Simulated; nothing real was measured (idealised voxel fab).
A process module follows: voxel self aligned contacts.
This is section cut - it's 230 nm across, gridded in 5 nm square cells.
In what follows, cross-sections appear as grids of square cells, described through bands that run from the top down, where every band is one or more rows of cells. Per band: top height and bottom height in nm, followed by the left-to-right materials and their widths in nm; "edge to edge" marks a single material spanning edge to edge, "air" marks empty space. Height 0 is the level under which the wafer as received is all one material. The lowest band goes on downwards, as in "0..down". The width entry "30->40" should be interpreted row by row: the top row of cells in the band takes the first number, the bottom row takes the second number, and the change between adjacent rows is uniform throughout. Key: "identical to before" - step with no changed cell in the cross-section. So "Closed empty spaces" is basically the list of trapped voids: any empty space of 8 cells or more that can't reach the top through an opening. They're written width x height at distance, the distance being from the left edge, and it's all nm. It should be noted that, on the line of a given step, the content following the step's settings is a remark produced by the simulator itself with respect to that step. Among the settings permitted on a step's line is "overlay nm"; applied to a step with a mask, it specifies the extent to which the mask lay to the right of its planned position, whereas a negative figure signifies a position to the left.
**Set out below are the planned steps of the process**
1: RECEIVE (material Si)
2: OXIDIZE (depth nm 5)
3: DIRECTIONAL_DEP (material polySi; thk nm 30)
4: DIRECTIONAL_DEP (material SiN; thk nm 20)
5: MASKED_ETCH (tone cover; mask id GATE; width nm 25; pitch nm 55; etch materials SiN; depth nm 20; overlay nm 0)
6: MASKED_ETCH (tone cover; mask id GATE; width nm 25; pitch nm 55; etch materials polySi; depth nm 30; overlay nm 0)
7: CONFORMAL_DEP (material SiN; thk nm 5)
8: DIRECTIONAL_ETCH (etch materials SiN; depth nm 5)
9: FILL_DEP (material SiO2; thk nm 15)
10: CMP (height nm 60)
11: PATTERN (tone open; mask id CONTACT; material resist; width nm 40; thk nm 15; overlay nm 0)
12: DIRECTIONAL_ETCH (etch materials SiO2; depth nm 65)
13: STRIP (etch materials resist)
14: CONFORMAL_DEP (material TiN; thk nm 5)
15: FILL_DEP (material Ru; thk nm 10)
16: CMP (height nm 60)
17: CONFORMAL_DEP (material SiCN; thk nm 5)
**Cross-section, incoming material, after step 1**
	0..down | Si edge to edge
	Closed empty spaces: none
**Module complete - cross-section of the first of two wafers, run according to plan**
	65..60 | SiCN edge to edge
	60..50 | 95 of SiO2 / 5->15 of TiN / 30->10 of Ru / 5->15 of TiN / 95 of SiO2
	50..30 | 70 of SiO2 / 35 of SiN / 5 of TiN / 10 of Ru / 5 of TiN / 35 of SiN / 70 of SiO2
	30..0 | 70 of SiO2 / 5 of SiN / 25 of polySi / 5 of SiN / 5 of TiN / 10 of Ru / 5 of TiN / 5 of SiN / 25 of polySi / 5 of SiN / 70 of SiO2
	0..-5 | 105 of SiO2 / 20 of TiN / 105 of SiO2
	-5..down | Si edge to edge
	Closed empty spaces: none
**Module end: cross-section of wafer two of two. Same start and process plan as the first wafer. One mistake during execution**
	65..60 | SiCN edge to edge
	60..55 | 95 of SiO2 / 15 of TiN / 10 of Ru / 15 of TiN / 95 of SiO2
	55..40 | 70 of SiO2 / 35 of SiN / 5 of TiN / 10 of Ru / 5 of TiN / 35 of SiN / 70 of SiO2
	40..35 | 70 of SiO2 / 35 of SiN / 20 of TiN / 35 of SiN / 70 of SiO2
	35..30 | SiN edge to edge
	30..0 | polySi edge to edge
	0..-5 | SiO2 edge to edge
	-5..down | Si edge to edge
	Closed empty spaces: none
It is concluded that the wafer was processed incorrectly with respect to the plan, in that it should be noted that step 4 was executed with settings other than those planned, the operation and settings actually applied being DIRECTIONAL_DEP (material SiN; thk nm 25)
at the end the second wafer has, in cells: Ru: 20 fewer; SiN: 22 more; SiO2: 202 fewer; TiN: 16 fewer; polySi: 216 more
